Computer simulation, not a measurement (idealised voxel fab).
process module | voxel double patterning
cross-section cut | 210 nm wide | cells 5 nm
A cross-section is a grid of square cells, given in bands from the top down. A band is one or more rows of cells.
Each band's line starts with the height of the band's top and of its bottom, in nm. Then come its materials from left to right, each with its width in nm. One material with "throughout" fills the band from edge to edge. "air" is empty space.
Height 0 is the level under which the wafer as received is all one material. The lowest band goes on downwards, as in "0 down".
A width such as "30 to 40" changes by the same amount from each row of cells to the next, from the band's top row to its bottom row.
"no change" after a step means that no cell of the cross-section changed.
closed voids: empty space of 8 cells or more with no open way to the top, each as width x height at its distance from the left edge, in nm
after a step's settings: what the simulator itself notes on the step
overlay nm, on a step with a mask: how far to the right of its planned place the mask lay; to the left if negative
plan
1 op RECEIVE | material Si
2 op CONFORMAL_DEP | material SiO2 | thk nm 5
3 op DIRECTIONAL_DEP | material W | thk nm 10
4 op DIRECTIONAL_DEP | material SiN | thk nm 10
5 op MASKED_ETCH | tone open | mask id FIRST | width nm 15 | pitch nm 50 | etch materials SiN | depth nm 10 | overlay nm 0
6 op MASKED_ETCH | tone open | mask id SECOND | width nm 15 | etch materials SiN | depth nm 10 | overlay nm 0
7 op DIRECTIONAL_ETCH | etch materials W | depth nm 10
8 op STRIP | etch materials SiN
as received, after step 1
  0 down: Si throughout
  closed voids: none
a wafer at the end: this start, this plan, one mistake
  15 to 5: W 70 | air 15 | W 10 | air 15 | W 10 | air 15 | W 75
  5 to 0: W throughout
  0 down: Si throughout
  closed voids: none
what went wrong: step 2 ran as: op CONFORMAL_DEP | material W | thk nm 5
